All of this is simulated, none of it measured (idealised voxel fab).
process module | voxel ribs on slabs
cross-section cut | 200 nm wide | cells 5 nm
A cross-section is a grid of square cells, given in bands from the top down. A band is one or more rows of cells.
Each band's line starts with the height of the band's top and of its bottom, in nm. Then come its materials from left to right, each with its width in nm. One material with "throughout" fills the band from edge to edge. "air" is empty space.
Height 0 is the level under which the wafer as received is all one material. The lowest band goes on downwards, as in "0 down".
A width such as "30 to 40" changes by the same amount from each row of cells to the next, from the band's top row to its bottom row.
"no change" after a step means that no cell of the cross-section changed.
closed voids: empty space of 8 cells or more with no open way to the top, each as width x height at its distance from the left edge, in nm
after a step's settings: what the simulator itself notes on the step
overlay nm, on a step with a mask: how far to the right of its planned place the mask lay; to the left if negative
plan
1 op RECEIVE | material Si
2 op DIRECTIONAL_DEP | material SiO2 | thk nm 30
3 op DIRECTIONAL_DEP | material polySi | thk nm 15
4 op PATTERN | tone cover | mask id RIB | material resist | width nm 30 | thk nm 20 | overlay nm 0
5 op DIRECTIONAL_ETCH | etch materials polySi | depth nm 10
6 op STRIP | etch materials resist
7 op MASKED_ETCH | tone cover | mask id SLAB | width nm 80 | etch materials polySi | depth nm 5 | overlay nm 0
8 op FILL_DEP | material SiO2 | thk nm 30
9 op CMP | height nm 65
10 op DIRECTIONAL_DEP | material TiN | thk nm 10
11 op DIRECTIONAL_DEP | material aC | thk nm 15
12 op PATTERN | tone cover | mask id HEATER | material resist | width nm 40 | thk nm 30 | overlay nm 0
13 op DIRECTIONAL_ETCH | etch materials aC | depth nm 15
14 op STRIP | etch materials resist
15 op DIRECTIONAL_ETCH | etch materials TiN | depth nm 10
16 op STRIP | etch materials aC
17 op CONFORMAL_DEP | material SiO2 | thk nm 10
as received, after step 1
  0 down: Si throughout
  closed voids: none
a wafer at the end: this start, this plan, one mistake
  85 to 75: air 65 | SiO2 70 | air 65
  75 to 65: SiO2 75 | TiN 50 | SiO2 75
  65 to 45: SiO2 throughout
  45 to 35: SiO2 85 | polySi 30 | SiO2 85
  35 to 30: SiO2 60 | polySi 80 | SiO2 60
  30 to 0: SiO2 throughout
  0 down: Si throughout
  closed voids: none
what went wrong: step 12 ran as: op PATTERN | tone cover | mask id HEATER | material resist | width nm 50 | thk nm 30 | overlay nm 0
